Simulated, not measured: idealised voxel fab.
The following is a process module called voxel capacitor over wiring.
This is section cut - it's 290 nm across, gridded in 5 nm square cells.
A cross-section is written here as square cells arranged in a grid, and it is given in bands from the top down, each band taking up one or more rows of cells. Heads up on the band format: heights come first, top then bottom, in nm. After that it's the materials left to right, each with its width in nm. A single material flagged "edge to edge" fills the whole band edge to edge, and "air" means there's empty space there. Where do heights start? At 0: under that level the wafer as delivered is made of one material only. And the lowest band has no floor; it just carries on downward, as in "from 0 down". A two-number width, for instance "30..40", indicates that the width is equal to the first number in the top row of the band and to the second number in the bottom row, and that it changes by a constant amount per row of cells. The designation "changes: none", where it is given for a processing step, indicates that no cell of the cross-section was altered in the course of that step. In the "Cavities, sealed" entry, you get each enclosed empty space of 8 cells or more, one with no open way to the top, written width x height at distance, distance from the left edge, in nm. Post-settings text on a step line: simulator's own remark regarding the step. overlay nm: how far to the right of its planned place the mask lay on this masked step (negative: to the left).
### Intended process steps
1 RECEIVE: material Si
2 CONFORMAL_DEP: material SiO2, thk nm 15
3 CONFORMAL_DEP: material SiN, thk nm 5
4 DIRECTIONAL_DEP: material lowk, thk nm 25
5 DIRECTIONAL_DEP: material aC, thk nm 10
6 PATTERN: tone open, mask id METAL_1, material resist, width nm 30, pitch nm 85, thk nm 30, overlay nm 0
7 DIRECTIONAL_ETCH: etch materials aC, depth nm 10
8 STRIP: etch materials resist
9 DIRECTIONAL_ETCH: etch materials lowk, depth nm 25
10 DIRECTIONAL_ETCH: etch materials SiN, depth nm 5
11 STRIP: etch materials aC
12 CONFORMAL_DEP: material TiN, thk nm 5
13 FILL_DEP: material W, thk nm 5
14 CMP: height nm 45
15 CONFORMAL_DEP: material SiCN, thk nm 5
16 DIRECTIONAL_DEP: material SiO2, thk nm 15
17 MASKED_ETCH: tone open, mask id PLUG_1, width nm 15, etch materials SiO2, depth nm 15, overlay nm 0
18 MASKED_ETCH: tone open, mask id PLUG_1, width nm 15, etch materials SiCN, depth nm 5, overlay nm 0
19 EPI: material Ru, thk nm 10
20 EPI: material Ru, thk nm 10
21 DIRECTIONAL_DEP: material TiN, thk nm 5
22 DIRECTIONAL_DEP: material HfO2, thk nm 5
23 DIRECTIONAL_DEP: material TiN, thk nm 10
24 MASKED_ETCH: tone cover, mask id UPPER_PLATE, width nm 60, etch materials TiN, depth nm 10, overlay nm 0
25 MASKED_ETCH: tone cover, mask id UPPER_PLATE, width nm 60, etch materials HfO2, depth nm 5, overlay nm 0
26 DIRECTIONAL_DEP: material aC, thk nm 10
27 PATTERN: tone cover, mask id LOWER_PLATE, material resist, width nm 70, thk nm 25, overlay nm 0
28 DIRECTIONAL_ETCH: etch materials aC, depth nm 10
29 STRIP: etch materials resist
30 DIRECTIONAL_ETCH: etch materials TiN, depth nm 5
31 STRIP: etch materials aC
32 FILL_DEP: material SiO2, thk nm 20
33 CMP: height nm 100
34 DIRECTIONAL_DEP: material aC, thk nm 15
35 PATTERN: tone open, mask id PLUG_2, material resist, width nm 15, thk nm 30, overlay nm 0
36 DIRECTIONAL_ETCH: etch materials aC, depth nm 15
37 STRIP: etch materials resist
38 DIRECTIONAL_ETCH: etch materials SiO2, depth nm 15
39 STRIP: etch materials aC
40 CONFORMAL_DEP: material TiN, thk nm 5
41 FILL_DEP: material Cu, thk nm 5
42 CMP: height nm 100
43 CONFORMAL_DEP: material SiN, thk nm 5
### So this is the incoming wafer in cross-section - it's already been through step 1
- from 0 down  Si edge to edge
- Cavities, sealed: none
### Cross-sectional image of the first of two wafers at the end of the module, the run having proceeded as planned
- from 105 to 100  SiN edge to edge
- from 100 to 90  SiO2=110, then TiN=5, then Cu=5, then TiN=5, then SiO2=165
- from 90 to 85  SiO2=110, then TiN=15, then SiO2=165
- from 85 to 75  SiO2=100, then TiN=60, then SiO2=130
- from 75 to 70  SiO2=100, then HfO2=60, then SiO2=130
- from 70 to 65  SiO2=95, then TiN=70, then SiO2=125
- from 65 to 50  SiO2=100, then Ru=15, then SiO2=175
- from 50 to 45  SiCN=100, then Ru=15, then SiCN=175
- from 45 to 20  lowk=85, then TiN=5, then W=20, then TiN=5, then lowk=55, then TiN=5, then W=20, then TiN=5, then lowk=90
- from 20 to 15  SiN=85, then TiN=30, then SiN=55, then TiN=30, then SiN=90
- from 15 to 0  SiO2 edge to edge
- from 0 down  Si edge to edge
- Cavities, sealed: none
### Cross-section at end of module for the second wafer of two, which matched the first in starting point and plan and differed by one mistake in its processing
- from 105 to 100  SiN edge to edge
- from 100 to 90  SiO2=110, then TiN=5, then Cu=5, then TiN=5, then SiO2=165
- from 90 to 85  SiO2=110, then TiN=15, then SiO2=165
- from 85 to 75  SiO2=100, then TiN=60, then SiO2=130
- from 75 to 70  SiO2=95, then TiN=70, then SiO2=125
- from 70 to 65  HfO2 edge to edge
- from 65 to 50  SiO2=100, then Ru=15, then SiO2=175
- from 50 to 45  SiCN=100, then Ru=15, then SiCN=175
- from 45 to 20  lowk=85, then TiN=5, then W=20, then TiN=5, then lowk=55, then TiN=5, then W=20, then TiN=5, then lowk=90
- from 20 to 15  SiN=85, then TiN=30, then SiN=55, then TiN=30, then SiN=90
- from 15 to 0  SiO2 edge to edge
- from 0 down  Si edge to edge
- Cavities, sealed: none
Which mistake was made when the wafer was run? step 21 ran in the slot meant for step 22, and vice versa
In the final state, the cell counts of the second wafer exceed or fall short of those of the first for the following materials: HfO2: 46 more, SiO2: 46 fewer
